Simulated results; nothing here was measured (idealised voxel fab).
process module | voxel wiring stack
cross-section cut | 275 nm wide | cells 5 nm
A cross-section is a grid of square cells, given in bands from the top down. A band is one or more rows of cells.
Each band's line starts with the height of the band's top and of its bottom, in nm. Then come its materials from left to right, each with its width in nm. One material with "throughout" fills the band from edge to edge. "air" is empty space.
Height 0 is the level under which the wafer as received is all one material. The lowest band goes on downwards, as in "0 down".
A width such as "30 to 40" changes by the same amount from each row of cells to the next, from the band's top row to its bottom row.
"no change" after a step means that no cell of the cross-section changed.
closed voids: empty space of 8 cells or more with no open way to the top, each as width x height at its distance from the left edge, in nm
after a step's settings: what the simulator itself notes on the step
overlay nm, on a step with a mask: how far to the right of its planned place the mask lay; to the left if negative
Each pair below shows a cross-section before one step and the cross-section after it, down to the lowest band that changed. The line under each pair gives the step between them, with its settings. The pairs can come from different runs of this module on the same starting wafer, so a pair continues from the pair above only where its "before" says so.
before
  150 to 135: lowk 40 | air 25 | lowk 30 | air 25 | lowk 30 | air 25 | lowk 30 | air 25 | lowk 45
  135 to 120: lowk throughout
  120 to 115: SiCN throughout
  115 to 110: Ru throughout
  110 to 105: TiN 45 | Ru 15 | TiN 40 | Ru 15 | TiN 40 | Ru 15 | TiN 40 | Ru 15 | TiN 50
  105 to 100: SiO2 40 | TiN 25 | SiO2 30 | TiN 25 | SiO2 30 | TiN 25 | SiO2 30 | TiN 25 | SiO2 45
  100 to 90: SiO2 55 | TiN 10 | SiO2 45 | TiN 10 | SiO2 45 | TiN 10 | SiO2 45 | TiN 10 | SiO2 45
  90 to 85: SiCN 55 | TiN 10 | SiCN 45 | TiN 10 | SiCN 45 | TiN 10 | SiCN 45 | TiN 10 | SiCN 45
  85 to 70: SiO2 35 | SiCN 5 | W 25 | SiCN 5 | SiO2 20 | SiCN 5 | W 25 | SiCN 5 | SiO2 20 | SiCN 5 | W 25 | SiCN 5 | SiO2 20 | SiCN 5 | W 25 | SiCN 5 | SiO2 40
  70 to 65: SiCN 40 | TiN 25 | SiCN 30 | TiN 25 | SiCN 30 | TiN 25 | SiCN 30 | TiN 25 | SiCN 45
  65 to 50: SiO2 40 | TiN 5 | Cu 5 | TiN 5 | SiO2 95 | TiN 5 | Cu 5 | TiN 5 | SiO2 110
  50 to 45: SiCN 40 | TiN 15 | SiCN 95 | TiN 15 | SiCN 110
  45 to 20: SiO2 40 | W 25 | SiO2 30 | W 25 | SiO2 30 | W 25 | SiO2 30 | W 25 | SiO2 45
  20 to 15: SiO2 40 | TiN 25 | SiO2 30 | TiN 25 | SiO2 30 | TiN 25 | SiO2 30 | TiN 25 | SiO2 45
  15 to 0: SiO2 throughout
  0 down: Si throughout
  closed voids: none
after
  160 to 150: aC 40 | air 25 | aC 30 | air 25 | aC 30 | air 25 | aC 30 | air 25 | aC 45
  150 to 145: lowk 40 | air 25 | lowk 30 | air 25 | lowk 30 | air 25 | lowk 30 | air 25 | lowk 45
  145 to 135: lowk 40 | aC 25 | lowk 30 | aC 25 | lowk 30 | aC 25 | lowk 30 | aC 25 | lowk 45
  below 135: unchanged
  closed voids: none
the step between: op DIRECTIONAL_DEP | material aC | thk nm 10
before: the cross-section after the pair above
after
  185 to 160: resist 40 | air 15 | resist 40 | air 15 | resist 40 | air 15 | resist 40 | air 15 | resist 55
  160 to 150: aC 40 | air 15 | resist 10 | aC 30 | air 15 | resist 10 | aC 30 | air 15 | resist 10 | aC 30 | air 15 | resist 10 | aC 45
  150 to 145: lowk 40 | air 15 | resist 10 | lowk 30 | air 15 | resist 10 | lowk 30 | air 15 | resist 10 | lowk 30 | air 15 | resist 10 | lowk 45
  below 145: unchanged
  closed voids: none
the step between: op PATTERN | tone open | mask id METAL_4_HOLES | material resist | width nm 15 | pitch nm 55 | thk nm 25 | overlay nm 0
before: the cross-section after the pair above
after
  175 to 160: resist 40 | air 15 | resist 40 | air 15 | resist 40 | air 15 | resist 40 | air 15 | resist 55
  160 to 150: aC 40 | air 15 | resist 10 | aC 30 | air 15 | resist 10 | aC 30 | air 15 | resist 10 | aC 30 | air 15 | resist 10 | aC 45
  150 to 145: lowk 40 | air 15 | resist 10 | lowk 30 | air 15 | resist 10 | lowk 30 | air 15 | resist 10 | lowk 30 | air 15 | resist 10 | lowk 45
  145 to 135: lowk 40 | air 15 | aC 10 | lowk 30 | air 15 | aC 10 | lowk 30 | air 15 | aC 10 | lowk 30 | air 15 | aC 10 | lowk 45
  below 135: unchanged
  closed voids: none
the step between: op DIRECTIONAL_ETCH | etch materials aC | depth nm 10
before: the cross-section after the pair above
after
  160 to 150: aC 40 | air 25 | aC 30 | air 25 | aC 30 | air 25 | aC 30 | air 25 | aC 45
  150 to 145: lowk 40 | air 25 | lowk 30 | air 25 | lowk 30 | air 25 | lowk 30 | air 25 | lowk 45
  below 145: unchanged
  closed voids: none
the step between: op STRIP | etch materials resist
before: the cross-section after the pair above
after
  160 to 150: aC 40 | air 25 | aC 30 | air 25 | aC 30 | air 25 | aC 30 | air 25 | aC 45
  150 to 145: lowk 40 | air 25 | lowk 30 | air 25 | lowk 30 | air 25 | lowk 30 | air 25 | lowk 45
  145 to 135: lowk 40 | air 15 | aC 10 | lowk 30 | air 15 | aC 10 | lowk 30 | air 15 | aC 10 | lowk 30 | air 15 | aC 10 | lowk 45
  135 to 120: lowk 40 | air 15 | lowk 40 | air 15 | lowk 40 | air 15 | lowk 40 | air 15 | lowk 55
  below 120: unchanged
  closed voids: none
the step between: op DIRECTIONAL_ETCH | etch materials lowk | depth nm 15
before: the cross-section after the pair above
after
  160 to 150: aC 40 | air 25 | aC 30 | air 25 | aC 30 | air 25 | aC 30 | air 25 | aC 45
  150 to 145: lowk 40 | air 25 | lowk 30 | air 25 | lowk 30 | air 25 | lowk 30 | air 25 | lowk 45
  145 to 135: lowk 40 | air 15 | aC 10 | lowk 30 | air 15 | aC 10 | lowk 30 | air 15 | aC 10 | lowk 30 | air 15 | aC 10 | lowk 45
  135 to 120: lowk 40 | air 15 | lowk 40 | air 15 | lowk 40 | air 15 | lowk 40 | air 15 | lowk 55
  120 to 115: SiCN 40 | air 15 | SiCN 40 | air 15 | SiCN 40 | air 15 | SiCN 40 | air 15 | SiCN 55
  below 115: unchanged
  closed voids: none
the step between: op DIRECTIONAL_ETCH | etch materials SiCN | depth nm 5
before: the cross-section after the pair above
after
  150 to 135: lowk 40 | air 25 | lowk 30 | air 25 | lowk 30 | air 25 | lowk 30 | air 25 | lowk 45
  below 135: unchanged
  closed voids: none
the step between: op STRIP | etch materials aC
before: the cross-section after the pair above
after
  155 to 150: TiN 45 | air 15 | TiN 40 | air 15 | TiN 40 | air 15 | TiN 40 | air 15 | TiN 50
  150 to 140: lowk 40 | TiN 5 | air 15 | TiN 5 | lowk 30 | TiN 5 | air 15 | TiN 5 | lowk 30 | TiN 5 | air 15 | TiN 5 | lowk 30 | TiN 5 | air 15 | TiN 5 | lowk 45
  140 to 135: lowk 40 | TiN 5 | air 5 | TiN 15 | lowk 30 | TiN 5 | air 5 | TiN 15 | lowk 30 | TiN 5 | air 5 | TiN 15 | lowk 30 | TiN 5 | air 5 | TiN 15 | lowk 45
  135 to 120: lowk 40 | TiN 5 | air 5 | TiN 5 | lowk 40 | TiN 5 | air 5 | TiN 5 | lowk 40 | TiN 5 | air 5 | TiN 5 | lowk 40 | TiN 5 | air 5 | TiN 5 | lowk 55
  120 to 115: SiCN 40 | TiN 15 | SiCN 40 | TiN 15 | SiCN 40 | TiN 15 | SiCN 40 | TiN 15 | SiCN 55
  below 115: unchanged
  closed voids: none
the step between: op CONFORMAL_DEP | material TiN | thk nm 5
before: the cross-section after the pair above
after
  165 to 155: Cu throughout
  155 to 150: TiN 45 | Cu 15 | TiN 40 | Cu 15 | TiN 40 | Cu 15 | TiN 40 | Cu 15 | TiN 50
  150 to 140: lowk 40 | TiN 5 | Cu 15 | TiN 5 | lowk 30 | TiN 5 | Cu 15 | TiN 5 | lowk 30 | TiN 5 | Cu 15 | TiN 5 | lowk 30 | TiN 5 | Cu 15 | TiN 5 | lowk 45
  140 to 135: lowk 40 | TiN 5 | Cu 5 | TiN 15 | lowk 30 | TiN 5 | Cu 5 | TiN 15 | lowk 30 | TiN 5 | Cu 5 | TiN 15 | lowk 30 | TiN 5 | Cu 5 | TiN 15 | lowk 45
  135 to 120: lowk 40 | TiN 5 | Cu 5 | TiN 5 | lowk 40 | TiN 5 | Cu 5 | TiN 5 | lowk 40 | TiN 5 | Cu 5 | TiN 5 | lowk 40 | TiN 5 | Cu 5 | TiN 5 | lowk 55
  below 120: unchanged
  closed voids: none
the step between: op FILL_DEP | material Cu | thk nm 10
before: the cross-section after the pair above
after
  150 to 140: lowk 40 | TiN 5 | Cu 15 | TiN 5 | lowk 30 | TiN 5 | Cu 15 | TiN 5 | lowk 30 | TiN 5 | Cu 15 | TiN 5 | lowk 30 | TiN 5 | Cu 15 | TiN 5 | lowk 45
  below 140: unchanged
  closed voids: none
the step between: op CMP | height nm 150
before: the cross-section after the pair above
after
  155 to 150: SiN throughout
  below 150: unchanged
  closed voids: none
the step between: op CONFORMAL_DEP | material SiN | thk nm 5
